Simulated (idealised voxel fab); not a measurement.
This is a process module. Its name is voxel transistor to metal.
It is cross-section cut that appears here, measuring 140 nm in width, its square cells being 5 nm in size.
Cross-section, as written here: a square-cell grid given band by band from the top down, where a band holds one or more rows of cells.
In this notation a band is specified by the heights of its top and bottom, in that order and in nm, after which its materials appear from left to right, each paired with its width in nm. The word "edge to edge" attached to a single material means that material fills the band from edge to edge; the word "air" stands for empty space.
Below 0: as-received wafer, all one material; heights counted from there. Lowest band: no bottom, goes on down, written "0 -> down".
Read "30 to 40" as a graded width: first number on top, second number at the bottom, same change between each pair of neighbouring rows.
"nothing got changed" after a step means that no cell of the cross-section changed.
Closed empty spaces (no open way to the top) of 8 cells or more are what "Enclosed internal voids" lists, each as width x height at distance from the left edge, nm for all three.
Past the settings on a step's line: simulator remark, on that step.
The line of a step may include "overlay nm". On a step with a mask, this value is how far to the right of its planned place the mask lay. A negative value means the mask lay to the left.
Listed below are the process steps as planned
1: RECEIVE | material Si
2: OXIDIZE | depth nm 5
3: CONFORMAL_DEP | material SiN | thk nm 10
4: MASKED_ETCH | tone cover | mask id ACTIVE | width nm 105 | etch materials SiN | depth nm 10 | overlay nm 0
5: MASKED_ETCH | tone cover | mask id ACTIVE | width nm 105 | etch materials SiO2 | depth nm 5 | overlay nm 0
6: MASKED_ETCH | tone cover | mask id ACTIVE | width nm 105 | etch materials Si | depth nm 30 | overlay nm 0
7: OXIDIZE | depth nm 5
8: FILL_DEP | material SiO2 | thk nm 15
9: CMP | height nm 10
10: SELECTIVE_ETCH | etch materials SiO2 | depth nm 5
11: STRIP | etch materials SiN
12: SELECTIVE_ETCH | etch materials SiO2 | depth nm 5
13: OXIDIZE | depth nm 5
14: DIRECTIONAL_DEP | material polySi | thk nm 20
15: DIRECTIONAL_DEP | material SiCN | thk nm 15
16: DIRECTIONAL_DEP | material aC | thk nm 10
17: PATTERN | tone cover | mask id GATE | material resist | width nm 25 | thk nm 25 | overlay nm 0
18: DIRECTIONAL_ETCH | etch materials aC | depth nm 10
19: STRIP | etch materials resist
20: DIRECTIONAL_ETCH | etch materials SiCN | depth nm 25
21: DIRECTIONAL_ETCH | etch materials polySi | depth nm 30
22: STRIP | etch materials aC
23: CONFORMAL_DEP | material SiN | thk nm 5
24: DIRECTIONAL_ETCH | etch materials SiN | depth nm 5
25: DIRECTIONAL_ETCH | etch materials SiO2 | depth nm 5
26: DIRECTIONAL_ETCH | etch materials Si | depth nm 5
27: EPI | material pSi | thk nm 10
28: FILL_DEP | material SiO2 | thk nm 10
29: CMP | height nm 15
30: STRIP | etch materials polySi
31: SELECTIVE_ETCH | etch materials SiO2 | depth nm 5
32: CONFORMAL_DEP | material HfO2 | thk nm 5
33: CONFORMAL_DEP | material TiN | thk nm 5
34: FILL_DEP | material W | thk nm 5
35: CMP | height nm 10
36: DIRECTIONAL_DEP | material SiO2 | thk nm 10
37: PATTERN | tone open | mask id CONTACT | material resist | width nm 15 | pitch nm 80 | thk nm 15 | overlay nm 0
38: DIRECTIONAL_ETCH | etch materials SiO2 | depth nm 25
39: STRIP | etch materials resist
40: CONFORMAL_DEP | material TiN | thk nm 5
41: FILL_DEP | material Ru | thk nm 10
42: CMP | height nm 20
43: CONFORMAL_DEP | material SiCN | thk nm 5
44: DIRECTIONAL_DEP | material lowk | thk nm 20
45: DIRECTIONAL_DEP | material aC | thk nm 15
46: PATTERN | tone open | mask id METAL_1 | material resist | width nm 15 | pitch nm 80 | thk nm 30 | overlay nm 0
47: DIRECTIONAL_ETCH | etch materials aC | depth nm 15
48: STRIP | etch materials resist
49: DIRECTIONAL_ETCH | etch materials lowk | depth nm 20
50: DIRECTIONAL_ETCH | etch materials SiCN | depth nm 5
51: STRIP | etch materials aC
52: CONFORMAL_DEP | material TiN | thk nm 5
53: FILL_DEP | material Cu | thk nm 5
54: CMP | height nm 45
55: CONFORMAL_DEP | material SiCN | thk nm 5
56: DIRECTIONAL_DEP | material lowk | thk nm 35
57: PATTERN | tone open | mask id METAL_2 | material resist | width nm 15 | pitch nm 80 | thk nm 15 | overlay nm 0
58: DIRECTIONAL_ETCH | etch materials lowk | depth nm 20
59: STRIP | etch materials resist
60: MASKED_ETCH | tone open | mask id METAL_2_HOLES | width nm 15 | pitch nm 80 | etch materials lowk | depth nm 15 | overlay nm 0
61: MASKED_ETCH | tone open | mask id METAL_2_HOLES | width nm 15 | pitch nm 80 | etch materials SiCN | depth nm 5 | overlay nm 0
62: CONFORMAL_DEP | material TiN | thk nm 5
63: FILL_DEP | material Ru | thk nm 10
64: CMP | height nm 85
65: CONFORMAL_DEP | material SiCN | thk nm 5
The plan shows the width nm of step 46 as the first wafer had it; this setting differs between the wafers, which start out alike.
After step 1, as received: first of several wafers, cross-section
0 -> down = Si edge to edge
Enclosed internal voids: none
End of module, by wafer: material-by-material cell gain (+) or loss (-) since receipt, then closed voids
width nm 15; +8 Cu; +13 HfO2; +22 Ru; -122 Si; +72 SiCN; +8 SiN; +144 SiO2; +85 TiN; +2 W; +242 lowk; +30 pSi; Enclosed internal voids: none
width nm 20; +16 Cu; +13 HfO2; +22 Ru; -122 Si; +70 SiCN; +8 SiN; +144 SiO2; +87 TiN; +2 W; +234 lowk; +30 pSi; Enclosed internal voids: none
width nm 25; +24 Cu; +13 HfO2; +22 Ru; -122 Si; +68 SiCN; +8 SiN; +144 SiO2; +89 TiN; +2 W; +226 lowk; +30 pSi; Enclosed internal voids: none
width nm 30; +32 Cu; +13 HfO2; +22 Ru; -122 Si; +66 SiCN; +8 SiN; +144 SiO2; +91 TiN; +2 W; +218 lowk; +30 pSi; Enclosed internal voids: none
